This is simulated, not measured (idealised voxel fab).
process module | voxel self aligned vias
Cross-section cut spans 295 nm and uses square cells 5 nm in size.
In what follows, cross-sections appear as grids of square cells, described through bands that run from the top down, where every band is one or more rows of cells.
Basically the band line says how high the top is and how high the bottom is, in nm, and then what's in it from left to right, every material with its width in nm. Empty space shows up as "air", and if a single material carries "throughout" it runs the full band edge to edge.
Beneath 0, the wafer as received is one material, and that level is where height counting begins. The lowest band goes on downward without a bottom; it is written like "0 -> down".
A width given as "30..40" starts at the first number in the band's top row and ends at the second number in its bottom row, shifting by an equal amount at every step from row to row.
Basically "nothing altered" means that step didn't change any cell in the cross-section.
In "Closed internal cavities" the enclosed voids are listed, meaning empty spaces of 8 cells or larger without any opening to the top. The form is width x height at distance, distance from the left edge, units nm.
On each step's line, the part that comes after the settings is the simulator's own comment on the step.
Regarding "overlay nm": on a step with a mask, it is the distance the mask lay to the right of its planned place; a negative value places it to the left.
-- Planned process steps
1) RECEIVE, material Si
2) CONFORMAL_DEP, material SiO2, thk nm 15
3) CONFORMAL_DEP, material SiCN, thk nm 5
4) DIRECTIONAL_DEP, material SiO2, thk nm 20
5) PATTERN, tone open, mask id LINES, material resist, width nm 30, pitch nm 65, thk nm 20, overlay nm 0
6) DIRECTIONAL_ETCH, etch materials SiO2, depth nm 20
7) STRIP, etch materials resist
8) CONFORMAL_DEP, material TiN, thk nm 5
9) FILL_DEP, material Ru, thk nm 10
10) CMP, height nm 40
11) SELECTIVE_ETCH, etch materials W Ru TiN, depth nm 10
12) FILL_DEP, material SiN, thk nm 10
13) CMP, height nm 40
14) DIRECTIONAL_DEP, material SiO2, thk nm 15
15) MASKED_ETCH, tone open, mask id VIAS, width nm 50, etch materials SiO2, depth nm 15, overlay nm 0
16) MASKED_ETCH, tone open, mask id VIAS, width nm 50, etch materials SiN, depth nm 10, overlay nm 0
17) CONFORMAL_DEP, material TiN, thk nm 5
18) FILL_DEP, material Ru, thk nm 5
19) CMP, height nm 55
20) CONFORMAL_DEP, material SiCN, thk nm 5
-- First wafer, two in total, run as planned
-- As-received state of the wafer in cross-section, equivalent to post-step 1
* 0 -> down: Si throughout
* Closed internal cavities: none
-- Take a look at the wafer's cross-section after step 2
* 15 -> 0: SiO2 throughout
* All layers under 0 are left as they were.
-- Take a look at the wafer's cross-section after step 3
* 20 -> 15: SiCN throughout
* All layers under 15 are left as they were.
-- Take a look at the wafer's cross-section after step 4
* 40 -> 20: SiO2 throughout
* All layers under 20 are left as they were.
-- Take a look at the wafer's cross-section after step 5
* 60 -> 40: resist 100 | air 30 | resist 35 | air 30 | resist 100
* All layers under 40 are left as they were.
-- Take a look at the wafer's cross-section after step 6
* 60 -> 40: resist 100 | air 30 | resist 35 | air 30 | resist 100
* 40 -> 20: SiO2 100 | air 30 | SiO2 35 | air 30 | SiO2 100
* All layers under 20 are left as they were.
-- Take a look at the wafer's cross-section after step 7
* 40 -> 20: SiO2 100 | air 30 | SiO2 35 | air 30 | SiO2 100
* All layers under 20 are left as they were.
-- Take a look at the wafer's cross-section after step 8
* 45 -> 40: TiN 105 | air 20 | TiN 45 | air 20 | TiN 105
* 40 -> 25: SiO2 100 | TiN 5 | air 20 | TiN 5 | SiO2 35 | TiN 5 | air 20 | TiN 5 | SiO2 100
* 25 -> 20: SiO2 100 | TiN 30 | SiO2 35 | TiN 30 | SiO2 100
* All layers under 20 are left as they were.
-- Take a look at the wafer's cross-section after step 9
* 55 -> 45: Ru throughout
* 45 -> 40: TiN 105 | Ru 20 | TiN 45 | Ru 20 | TiN 105
* 40 -> 25: SiO2 100 | TiN 5 | Ru 20 | TiN 5 | SiO2 35 | TiN 5 | Ru 20 | TiN 5 | SiO2 100
* All layers under 25 are left as they were.
-- Take a look at the wafer's cross-section after step 10
* 40 -> 25: SiO2 100 | TiN 5 | Ru 20 | TiN 5 | SiO2 35 | TiN 5 | Ru 20 | TiN 5 | SiO2 100
* All layers under 25 are left as they were.
-- Take a look at the wafer's cross-section after step 11
* 40 -> 30: SiO2 100 | air 30 | SiO2 35 | air 30 | SiO2 100
* All layers under 30 are left as they were.
-- Take a look at the wafer's cross-section after step 12
* 50 -> 40: SiN throughout
* 40 -> 30: SiO2 100 | SiN 30 | SiO2 35 | SiN 30 | SiO2 100
* All layers under 30 are left as they were.
-- Take a look at the wafer's cross-section after step 13
* 40 -> 30: SiO2 100 | SiN 30 | SiO2 35 | SiN 30 | SiO2 100
* All layers under 30 are left as they were.
-- Take a look at the wafer's cross-section after step 14
* 55 -> 40: SiO2 throughout
* All layers under 40 are left as they were.
-- Take a look at the wafer's cross-section after step 15
* 55 -> 40: SiO2 90 | air 50 | SiO2 155
* All layers under 40 are left as they were.
-- Take a look at the wafer's cross-section after step 16
* 55 -> 40: SiO2 90 | air 50 | SiO2 155
* 40 -> 30: SiO2 100 | air 30 | SiO2 35 | SiN 30 | SiO2 100
* All layers under 30 are left as they were.
-- Take a look at the wafer's cross-section after step 17
* 60 -> 55: TiN 95 | air 40 | TiN 160
* 55 -> 45: SiO2 90 | TiN 5 | air 40 | TiN 5 | SiO2 155
* 45 -> 40: SiO2 90 | TiN 15 | air 20 | TiN 15 | SiO2 155
* 40 -> 35: SiO2 100 | TiN 5 | air 20 | TiN 5 | SiO2 35 | SiN 30 | SiO2 100
* 35 -> 30: SiO2 100 | TiN 30 | SiO2 35 | SiN 30 | SiO2 100
* All layers under 30 are left as they were.
-- Take a look at the wafer's cross-section after step 18
* 65 -> 60: Ru throughout
* 60 -> 55: TiN 95 | Ru 40 | TiN 160
* 55 -> 45: SiO2 90 | TiN 5 | Ru 40 | TiN 5 | SiO2 155
* 45 -> 40: SiO2 90 | TiN 15 | Ru 20 | TiN 15 | SiO2 155
* 40 -> 35: SiO2 100 | TiN 5 | Ru 20 | TiN 5 | SiO2 35 | SiN 30 | SiO2 100
* All layers under 35 are left as they were.
-- Take a look at the wafer's cross-section after step 19
* 55 -> 45: SiO2 90 | TiN 5 | Ru 40 | TiN 5 | SiO2 155
* All layers under 45 are left as they were.
-- Take a look at the wafer's cross-section after step 20
* 60 -> 55: SiCN throughout
* All layers under 55 are left as they were.
-- The remaining wafer, second of the two, started like the first and was run to the same plan, except that one mistake was made along the way; the two coincide through step 1, inclusive
-- Second wafer, cross-section, planned end of step 2
* 10 -> 0: SiO2 throughout
* All layers under 0 are left as they were.
-- Second wafer, cross-section, planned end of step 3
* 15 -> 10: SiCN throughout
* All layers under 10 are left as they were.
-- Second wafer, cross-section, planned end of step 4
* 35 -> 15: SiO2 throughout
* All layers under 15 are left as they were.
-- Second wafer, cross-section, planned end of step 5
* 55 -> 35: resist 100 | air 30 | resist 35 | air 30 | resist 100
* All layers under 35 are left as they were.
-- Second wafer, cross-section, planned end of step 6
* 55 -> 35: resist 100 | air 30 | resist 35 | air 30 | resist 100
* 35 -> 15: SiO2 100 | air 30 | SiO2 35 | air 30 | SiO2 100
* All layers under 15 are left as they were.
-- Second wafer, cross-section, planned end of step 7
* 35 -> 15: SiO2 100 | air 30 | SiO2 35 | air 30 | SiO2 100
* All layers under 15 are left as they were.
-- Second wafer, cross-section, planned end of step 8
* 40 -> 35: TiN 105 | air 20 | TiN 45 | air 20 | TiN 105
* 35 -> 20: SiO2 100 | TiN 5 | air 20 | TiN 5 | SiO2 35 | TiN 5 | air 20 | TiN 5 | SiO2 100
* 20 -> 15: SiO2 100 | TiN 30 | SiO2 35 | TiN 30 | SiO2 100
* All layers under 15 are left as they were.
-- Second wafer, cross-section, planned end of step 9
* 50 -> 40: Ru throughout
* 40 -> 35: TiN 105 | Ru 20 | TiN 45 | Ru 20 | TiN 105
* 35 -> 20: SiO2 100 | TiN 5 | Ru 20 | TiN 5 | SiO2 35 | TiN 5 | Ru 20 | TiN 5 | SiO2 100
* All layers under 20 are left as they were.
-- Second wafer, cross-section, planned end of step 10
* 40 -> 35: TiN 105 | Ru 20 | TiN 45 | Ru 20 | TiN 105
* All layers under 35 are left as they were.
-- Second wafer, cross-section, planned end of step 11
* 35 -> 30: SiO2 100 | air 30 | SiO2 35 | air 30 | SiO2 100
* All layers under 30 are left as they were.
-- Second wafer, cross-section, planned end of step 12
* 45 -> 35: SiN throughout
* 35 -> 30: SiO2 100 | SiN 30 | SiO2 35 | SiN 30 | SiO2 100
* All layers under 30 are left as they were.
-- Second wafer, cross-section, planned end of step 13
* 40 -> 35: SiN throughout
* All layers under 35 are left as they were.
-- Second wafer, cross-section, planned end of step 14
* 55 -> 40: SiO2 throughout
* All layers under 40 are left as they were.
-- Second wafer, cross-section, planned end of step 15
* 55 -> 40: SiO2 90 | air 50 | SiO2 155
* All layers under 40 are left as they were.
-- Second wafer, cross-section, planned end of step 16
* 55 -> 40: SiO2 90 | air 50 | SiO2 155
* 40 -> 35: SiN 90 | air 50 | SiN 155
* 35 -> 30: SiO2 100 | air 30 | SiO2 35 | SiN 30 | SiO2 100
* All layers under 30 are left as they were.
-- Second wafer, cross-section, planned end of step 17
* 60 -> 55: TiN 95 | air 40 | TiN 160
* 55 -> 40: SiO2 90 | TiN 5 | air 40 | TiN 5 | SiO2 155
* 40 -> 35: SiN 90 | TiN 15 | air 20 | TiN 15 | SiN 155
* 35 -> 30: SiO2 100 | TiN 30 | SiO2 35 | SiN 30 | SiO2 100
* All layers under 30 are left as they were.
-- Second wafer, cross-section, planned end of step 18
* 65 -> 60: Ru throughout
* 60 -> 55: TiN 95 | Ru 40 | TiN 160
* 55 -> 40: SiO2 90 | TiN 5 | Ru 40 | TiN 5 | SiO2 155
* 40 -> 35: SiN 90 | TiN 15 | Ru 20 | TiN 15 | SiN 155
* All layers under 35 are left as they were.
-- Second wafer, cross-section, planned end of step 19
* 55 -> 40: SiO2 90 | TiN 5 | Ru 40 | TiN 5 | SiO2 155
* All layers under 40 are left as they were.
-- Second wafer, cross-section, planned end of step 20
* 60 -> 55: SiCN throughout
* All layers under 55 are left as they were.
Misprocessing identified: step 2 deviated from plan and actually ran as CONFORMAL_DEP, material SiO2, thk nm 10
at the end the second wafer has, in cells: +12 Ru, +43 SiN, -59 SiO2, +4 TiN
